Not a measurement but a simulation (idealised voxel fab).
A process module follows: voxel trench capacitor.
We display cut, a cross-section 215 nm in width whose square cells are each 5 nm.
Throughout this document, each cross-section is represented as a grid of square cells and is presented as a sequence of bands enumerated from the top downward, where a band comprises one or more rows of cells.
Each band's line starts with the height of the band's top and of its bottom, in nm. Then come its materials from left to right, each with its width in nm. One material with "edge to edge" fills the band from edge to edge. "empty" is empty space.
Ref level 0: as-received wafer is one material below here. Bottom band extends down with no lower bound ("0 nm and below").
A two-number width, for instance "30..40", indicates that the width is equal to the first number in the top row of the band and to the second number in the bottom row, and that it changes by a constant amount per row of cells.
Any step labelled "no alterations made" changed none of the cells in the cross-section.
What "Sealed internal cavities" gives you is every empty space of 8 cells or more that is cut off from the top. Each appears as width x height at distance, with the distance taken from the left edge and width, height and distance all in nm.
That trailing text on a step's line, after the settings, is the simulator's own remark on the step.
The "overlay nm" setting may appear on a step's line; for a step that uses a mask, it gives how far to the right of its planned position the mask lay, and a negative value indicates the left.
This section lists the process steps that were planned
1. RECEIVE [material Si]
2. CONFORMAL_DEP [material SiN] [thk nm 10]
3. MASKED_ETCH [tone open] [mask id TRENCH] [width nm 30] [pitch nm 45] [etch materials SiN] [depth nm 10] [overlay nm 0]
4. MASKED_ETCH [tone open] [mask id TRENCH] [width nm 30] [pitch nm 45] [etch materials Si] [depth nm 25] [overlay nm 0]
5. CONFORMAL_DEP [material Al2O3] [thk nm 5]
6. CONFORMAL_DEP [material TiN] [thk nm 5]
7. FILL_DEP [material W] [thk nm 5]
8. CMP [height nm 10]
Cross-section of the wafer as it came to us, i.e., already through step 1
	0 nm and below: Si edge to edge
	Sealed internal cavities: none
Here's the cross-section of the first of our two wafers at the end of the module - it ran as planned
	10 nm to 0 nm: SiN 45 nm  Al2O3 5 nm  TiN 5 nm  W 10 nm  TiN 5 nm  Al2O3 5 nm  SiN 15 nm  Al2O3 5 nm  TiN 5 nm  W 10 nm  TiN 5 nm  Al2O3 5 nm  SiN 15 nm  Al2O3 5 nm  TiN 5 nm  W 10 nm  TiN 5 nm  Al2O3 5 nm  SiN 50 nm
	0 nm to -15 nm: Si 45 nm  Al2O3 5 nm  TiN 5 nm  W 10 nm  TiN 5 nm  Al2O3 5 nm  Si 15 nm  Al2O3 5 nm  TiN 5 nm  W 10 nm  TiN 5 nm  Al2O3 5 nm  Si 15 nm  Al2O3 5 nm  TiN 5 nm  W 10 nm  TiN 5 nm  Al2O3 5 nm  Si 50 nm
	-15 nm to -20 nm: Si 45 nm  Al2O3 5 nm  TiN 20 nm  Al2O3 5 nm  Si 15 nm  Al2O3 5 nm  TiN 20 nm  Al2O3 5 nm  Si 15 nm  Al2O3 5 nm  TiN 20 nm  Al2O3 5 nm  Si 50 nm
	-20 nm to -25 nm: Si 45 nm  Al2O3 30 nm  Si 15 nm  Al2O3 30 nm  Si 15 nm  Al2O3 30 nm  Si 50 nm
	-25 nm and below: Si edge to edge
	Sealed internal cavities: none
Second wafer at the end: like start, like plan, one mistake
	10 nm to 0 nm: SiN 45 nm  TiN 5 nm  W 20 nm  TiN 5 nm  SiN 15 nm  TiN 5 nm  W 20 nm  TiN 5 nm  SiN 15 nm  TiN 5 nm  W 20 nm  TiN 5 nm  SiN 50 nm
	0 nm to -20 nm: Si 45 nm  TiN 5 nm  W 20 nm  TiN 5 nm  Si 15 nm  TiN 5 nm  W 20 nm  TiN 5 nm  Si 15 nm  TiN 5 nm  W 20 nm  TiN 5 nm  Si 50 nm
	-20 nm to -25 nm: Si 45 nm  TiN 30 nm  Si 15 nm  TiN 30 nm  Si 15 nm  TiN 30 nm  Si 50 nm
	-25 nm and below: Si edge to edge
	Sealed internal cavities: none
What went wrong in running the wafer? it should be noted that step 5 of the plan was omitted and was not performed
Once processing is complete, comparing cell counts shows that the second wafer has more or fewer of certain materials than the first: 54 fewer of Al2O3 | 12 more of TiN | 42 more of W
